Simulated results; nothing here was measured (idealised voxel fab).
process module | voxel transistor to metal
cross-section cut | 285 nm wide | cells 5 nm
A cross-section is a grid of square cells, given in bands from the top down. A band is one or more rows of cells.
Each band's line starts with the height of the band's top and of its bottom, in nm. Then come its materials from left to right, each with its width in nm. One material with "throughout" fills the band from edge to edge. "air" is empty space.
Height 0 is the level under which the wafer as received is all one material. The lowest band goes on downwards, as in "0 down".
A width such as "30 to 40" changes by the same amount from each row of cells to the next, from the band's top row to its bottom row.
"no change" after a step means that no cell of the cross-section changed.
closed voids: empty space of 8 cells or more with no open way to the top, each as width x height at its distance from the left edge, in nm
after a step's settings: what the simulator itself notes on the step
overlay nm, on a step with a mask: how far to the right of its planned place the mask lay; to the left if negative
plan
1 op RECEIVE | material Si
2 op CONFORMAL_DEP | material SiO2 | thk nm 5
3 op CONFORMAL_DEP | material SiN | thk nm 15
4 op PATTERN | tone cover | mask id ACTIVE | material resist | width nm 110 | pitch nm 140 | thk nm 15 | overlay nm 0
5 op DIRECTIONAL_ETCH | etch materials SiN | depth nm 15
6 op DIRECTIONAL_ETCH | etch materials SiO2 | depth nm 5
7 op DIRECTIONAL_ETCH | etch materials Si | depth nm 25
8 op STRIP | etch materials resist
9 op FILL_DEP | material SiO2 | thk nm 15
10 op CMP | height nm 20
11 op SELECTIVE_ETCH | etch materials SiO2 | depth nm 10
12 op STRIP | etch materials SiN
13 op SELECTIVE_ETCH | etch materials SiO2 | depth nm 5
14 op OXIDIZE | depth nm 5
15 op DIRECTIONAL_DEP | material polySi | thk nm 20
16 op DIRECTIONAL_DEP | material SiCN | thk nm 15
17 op MASKED_ETCH | tone cover | mask id GATE | width nm 20 | pitch nm 140 | etch materials SiCN | depth nm 25 | overlay nm 0
18 op MASKED_ETCH | tone cover | mask id GATE | width nm 20 | pitch nm 140 | etch materials polySi | depth nm 30 | overlay nm 0
19 op CONFORMAL_DEP | material SiN | thk nm 10
20 op DIRECTIONAL_ETCH | etch materials SiN | depth nm 10
21 op DIRECTIONAL_ETCH | etch materials SiO2 | depth nm 5
22 op DIRECTIONAL_ETCH | etch materials Si | depth nm 5
23 op EPI | material nSi | thk nm 10
24 op FILL_DEP | material SiO2 | thk nm 5
25 op CMP | height nm 35
26 op DIRECTIONAL_DEP | material SiO2 | thk nm 15
27 op DIRECTIONAL_DEP | material aC | thk nm 15
28 op PATTERN | tone open | mask id CONTACT | material resist | width nm 20 | pitch nm 70 | thk nm 30 | overlay nm -10
29 op DIRECTIONAL_ETCH | etch materials aC | depth nm 15
30 op STRIP | etch materials resist
31 op DIRECTIONAL_ETCH | etch materials SiO2 | depth nm 50
32 op STRIP | etch materials aC
33 op CONFORMAL_DEP | material TiN | thk nm 5
34 op FILL_DEP | material Ru | thk nm 5
35 op CMP | height nm 50
36 op DIRECTIONAL_DEP | material TiN | thk nm 5
37 op DIRECTIONAL_DEP | material W | thk nm 25
38 op PATTERN | tone cover | mask id METAL_1 | material resist | width nm 20 | pitch nm 70 | thk nm 20 | overlay nm 0
39 op DIRECTIONAL_ETCH | etch materials W | depth nm 25
40 op DIRECTIONAL_ETCH | etch materials TiN | depth nm 5
41 op STRIP | etch materials resist
42 op CONFORMAL_DEP | material SiN | thk nm 5
43 op FILL_DEP | material lowk | thk nm 5
44 op CMP | height nm 80
45 op CONFORMAL_DEP | material SiCN | thk nm 5
varied across the wafers: overlay nm of step 28. The plan shows the first wafer's value. All wafers start alike
first wafer as received, after step 1
  0 down: Si throughout
  closed voids: none
each wafer at the end: cells of each material gained (+) or lost (-) since it was received, then its closed voids
overlay nm -10 | +52 Ru | -133 Si | +81 SiCN | +145 SiN | +383 SiO2 | +100 TiN | +80 W | +165 lowk | +64 nSi | +32 polySi | closed voids: none
overlay nm -5 | +64 Ru | -133 Si | +81 SiCN | +145 SiN | +367 SiO2 | +104 TiN | +80 W | +165 lowk | +64 nSi | +32 polySi | closed voids: none
overlay nm 0 | +64 Ru | -133 Si | +81 SiCN | +145 SiN | +367 SiO2 | +104 TiN | +80 W | +165 lowk | +64 nSi | +32 polySi | closed voids: none
overlay nm 5 | +64 Ru | -133 Si | +81 SiCN | +145 SiN | +367 SiO2 | +104 TiN | +80 W | +165 lowk | +64 nSi | +32 polySi | closed voids: none
overlay nm 10 | +52 Ru | -133 Si | +81 SiCN | +145 SiN | +383 SiO2 | +100 TiN | +80 W | +165 lowk | +64 nSi | +32 polySi | closed voids: none
overlay nm 15 | +40 Ru | -133 Si | +81 SiCN | +145 SiN | +399 SiO2 | +96 TiN | +80 W | +165 lowk | +64 nSi | +32 polySi | closed voids: none
